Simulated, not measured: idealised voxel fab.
The following process module bears the name voxel self aligned contacts.
For reference, the cross-section in this document is cut, with width 300 nm and square cells of 5 nm.
This document writes a cross-section as a grid whose cells are square, and gives it as bands, listed from the top down; one or more rows of cells form a band.
Within each band entry, the heights of the top and of the bottom of the band appear first, in that order and in nm; the materials of the band then follow from left to right, each with its corresponding width in nm. The designation "everywhere" on a single material indicates that it fills the band from edge to edge; the designation "air" indicates empty space.
All heights in this document are referenced to 0, defined as the level beneath which the wafer, as received, consists entirely of one material. The lowest band is not bounded below; it extends indefinitely downward and is written in the form "from 0 down".
It should be noted that a width expressed as "30 to 40" varies in equal increments from row to row of cells within the band, taking the value of the first number at the top row and that of the second number at the bottom row.
No cell of the cross-section changed in a step that is given as "same as before".
What "Voids, sealed" gives you is every empty space of 8 cells or more that is cut off from the top. Each appears as width x height at distance, with the distance taken from the left edge and width, height and distance all in nm.
Where a step's line continues beyond its settings, the continuation is a remark by the simulator itself on that step.
A step's line can hold "overlay nm"; with a mask on that step, the setting says how far right of the planned place the mask lay, while a negative setting says it lay to the left.
# Steps planned for the process
1 RECEIVE with material Si
2 CONFORMAL_DEP with material SiO2, thk nm 5
3 DIRECTIONAL_DEP with material polySi, thk nm 20
4 DIRECTIONAL_DEP with material SiN, thk nm 25
5 MASKED_ETCH with tone cover, mask id GATE, width nm 30, pitch nm 75, etch materials SiN, depth nm 25, overlay nm 0
6 MASKED_ETCH with tone cover, mask id GATE, width nm 30, pitch nm 75, etch materials polySi, depth nm 20, overlay nm 0
7 CONFORMAL_DEP with material SiN, thk nm 10
8 DIRECTIONAL_ETCH with etch materials SiN, depth nm 5
9 FILL_DEP with material SiO2, thk nm 15
10 CMP with height nm 60
11 DIRECTIONAL_DEP with material aC, thk nm 15
12 PATTERN with tone open, mask id CONTACT, material resist, width nm 55, thk nm 30, overlay nm 0
13 DIRECTIONAL_ETCH with etch materials aC, depth nm 15
14 STRIP with etch materials resist
15 DIRECTIONAL_ETCH with etch materials SiO2, depth nm 60
16 STRIP with etch materials aC
17 CONFORMAL_DEP with material TiN, thk nm 5
18 FILL_DEP with material W, thk nm 10
19 CMP with height nm 60
20 CONFORMAL_DEP with material SiN, thk nm 5
Wafer-to-wafer difference: depth nm, step 8. Common start. Plan = first wafer's value.
# Cross-section of the first incoming wafer of several, state after step 1
  from 0 down | Si everywhere
  Voids, sealed: none
# The table below has one row for each wafer; a row shows, as of the end of the module, how many cells of each material the wafer has gained, marked (+), or lost, marked (-), since it was received, and then the wafer's closed voids
depth nm 5 | +252 SiN | +424 SiO2 | +29 TiN | +27 W | +48 polySi | Voids, sealed: none
depth nm 10 | +192 SiN | +468 SiO2 | +33 TiN | +39 W | +48 polySi | Voids, sealed: none
depth nm 15 | +172 SiN | +482 SiO2 | +33 TiN | +45 W | +48 polySi | Voids, sealed: none
